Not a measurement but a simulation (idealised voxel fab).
The name of this process module is voxel transistor to metal.
The cross-section on display is named cut; it measures 150 nm wide, and its cells are 5 nm squares.
A cross-section is a grid of square cells, given in bands from the top down. A band is one or more rows of cells.
Per band: top height and bottom height in nm, followed by the left-to-right materials and their widths in nm; "full width" marks a single material spanning edge to edge, "empty" marks empty space.
Ref level 0: as-received wafer is one material below here. Bottom band extends down with no lower bound ("top 0, no bottom").
Width: "30->40" (first number = top row, second number = bottom row, same change from row to row of cells).
"everything unchanged" (step): cross-section cells unchanged, all of them.
Empty spaces counting at least 8 cells and having no open way to the top are listed in "Unvented voids". The notation width x height at distance is used for each, the distance being from the left edge and all three values in nm.
Heads up: the bit after the settings on a step's line is the simulator's remark on that step.
For masked steps, "overlay nm" on the step line gives how far right of plan the mask actually lay; a minus sign means it lay to the left.

Process steps foreseen in the plan:
- 1: RECEIVE: material Si
- 2: OXIDIZE: depth nm 5
- 3: CONFORMAL_DEP: material SiN, thk nm 15
- 4: DIRECTIONAL_DEP: material aC, thk nm 10
- 5: PATTERN: tone cover, mask id ACTIVE, material resist, width nm 105, thk nm 25, overlay nm 0
- 6: DIRECTIONAL_ETCH: etch materials aC, depth nm 10
- 7: STRIP: etch materials resist
- 8: DIRECTIONAL_ETCH: etch materials SiN, depth nm 15
- 9: DIRECTIONAL_ETCH: etch materials SiO2, depth nm 5
- 10: DIRECTIONAL_ETCH: etch materials Si, depth nm 30
- 11: STRIP: etch materials aC
- 12: FILL_DEP: material SiO2, thk nm 10
- 13: CMP: height nm 15
- 14: SELECTIVE_ETCH: etch materials SiO2, depth nm 15
- 15: STRIP: etch materials SiN
- 16: SELECTIVE_ETCH: etch materials SiO2, depth nm 5
- 17: OXIDIZE: depth nm 5
- 18: DIRECTIONAL_DEP: material polySi, thk nm 30
- 19: DIRECTIONAL_DEP: material SiCN, thk nm 15
- 20: DIRECTIONAL_DEP: material aC, thk nm 10
- 21: PATTERN: tone cover, mask id GATE, material resist, width nm 25, thk nm 25, overlay nm 0
- 22: DIRECTIONAL_ETCH: etch materials aC, depth nm 10
- 23: STRIP: etch materials resist
- 24: DIRECTIONAL_ETCH: etch materials SiCN, depth nm 25
- 25: DIRECTIONAL_ETCH: etch materials polySi, depth nm 40
- 26: STRIP: etch materials aC
- 27: CONFORMAL_DEP: material SiN, thk nm 10
- 28: DIRECTIONAL_ETCH: etch materials SiN, depth nm 10
- 29: DIRECTIONAL_ETCH: etch materials SiO2, depth nm 5
- 30: DIRECTIONAL_ETCH: etch materials Si, depth nm 10
- 31: EPI: material pSi, thk nm 10
- 32: FILL_DEP: material SiO2, thk nm 5
- 33: CMP: height nm 25
- 34: STRIP: etch materials polySi
- 35: SELECTIVE_ETCH: etch materials SiO2, depth nm 5
- 36: CONFORMAL_DEP: material HfO2, thk nm 5
- 37: CONFORMAL_DEP: material TiN, thk nm 5
- 38: FILL_DEP: material W, thk nm 5
- 39: CMP: height nm 20
- 40: DIRECTIONAL_DEP: material SiO2, thk nm 15
- 41: MASKED_ETCH: tone open, mask id CONTACT, width nm 20, pitch nm 75, etch materials SiO2, depth nm 45, overlay nm 0
- 42: CONFORMAL_DEP: material TiN, thk nm 5
- 43: FILL_DEP: material W, thk nm 5
- 44: CMP: height nm 35
- 45: DIRECTIONAL_DEP: material TiN, thk nm 5
- 46: DIRECTIONAL_DEP: material W, thk nm 20
- 47: MASKED_ETCH: tone cover, mask id METAL_1, width nm 20, pitch nm 75, etch materials W, depth nm 20, overlay nm 0
- 48: MASKED_ETCH: tone cover, mask id METAL_1, width nm 20, pitch nm 75, etch materials TiN, depth nm 5, overlay nm 0
- 49: CONFORMAL_DEP: material SiCN, thk nm 5
- 50: FILL_DEP: material SiO2, thk nm 5
- 51: CMP: height nm 60
- 52: CONFORMAL_DEP: material SiCN, thk nm 5

Incoming wafer, cross-sectional view, post step 1:
* top 0, no bottom  Si full width
* Unvented voids: none

Cross-section, first of two wafers, end of module, run as planned:
* top 65, bottom 60  SiCN full width
* top 60, bottom 40  SiO2 20  SiCN 5  W 20  SiCN 5  SiO2 45  SiCN 5  W 20  SiCN 5  SiO2 25
* top 40, bottom 35  SiCN 25  TiN 20  SiCN 55  TiN 20  SiCN 30
* top 35, bottom 20  SiO2 25  TiN 5  W 10  TiN 5  SiO2 55  TiN 5  W 10  TiN 5  SiO2 30
* top 20, bottom 5  SiO2 25  TiN 5  W 10  TiN 5  SiO2 5  SiN 10  HfO2 5  TiN 5  W 5  TiN 5  HfO2 5  SiN 10  SiO2 5  TiN 5  W 10  TiN 5  SiO2 30
* top 5, bottom 0  SiO2 25  TiN 5  W 5  TiN 10  SiO2 5  SiN 10  HfO2 5  TiN 5  W 5  TiN 5  HfO2 5  SiN 10  SiO2 5  TiN 10  W 5  TiN 5  SiO2 30
* top 0, bottom -5  SiO2 25  TiN 5  W 5  TiN 5  pSi 10  SiN 10  HfO2 5  TiN 15  HfO2 5  SiN 10  pSi 10  TiN 5  W 5  TiN 5  SiO2 30
* top -5, bottom -10  SiO2 25  TiN 15  pSi 10  SiO2 5  HfO2 35  SiO2 5  pSi 10  TiN 15  SiO2 30
* top -10, bottom -20  SiO2 20  pSi 30  Si 45  pSi 30  SiO2 25
* top -20, bottom -35  SiO2 20  Si 105  SiO2 25
* top -35, no bottom  Si full width
* Unvented voids: none

Cross-section, second wafer: same start as the first, same plan as the first, one mistake in running it; taken at the end of the module:
* top 65, bottom 60  SiCN full width
* top 60, bottom 40  SiO2 20  SiCN 5  W 20  SiCN 5  SiO2 45  SiCN 5  W 20  SiCN 5  SiO2 25
* top 40, bottom 35  SiCN 25  TiN 20  SiCN 55  TiN 20  SiCN 30
* top 35, bottom 30  W 40  TiN 30  W 5  TiN 30  W 45
* top 30, bottom 25  TiN 45  HfO2 20  TiN 5  W 5  TiN 5  HfO2 20  TiN 50
* top 25, bottom 20  HfO2 50  SiN 10  HfO2 5  TiN 5  W 5  TiN 5  HfO2 5  SiN 10  HfO2 55
* top 20, bottom 0  SiO2 50  SiN 10  HfO2 5  TiN 5  W 5  TiN 5  HfO2 5  SiN 10  SiO2 55
* top 0, bottom -5  SiO2 40  pSi 10  SiN 10  HfO2 5  TiN 15  HfO2 5  SiN 10  pSi 10  SiO2 45
* top -5, bottom -10  SiO2 40  pSi 10  SiO2 5  HfO2 35  SiO2 5  pSi 10  SiO2 45
* top -10, bottom -20  SiO2 20  pSi 30  Si 45  pSi 30  SiO2 25
* top -20, bottom -35  SiO2 20  Si 105  SiO2 25
* top -35, no bottom  Si full width
* Unvented voids: none
Run error: step 39 was left out
FYI, end of process, the second wafer has more or fewer cells of some materials than the first: HfO2: 31 more; SiN: 4 more; SiO2: 22 fewer; TiN: 5 fewer; W: 8 fewer
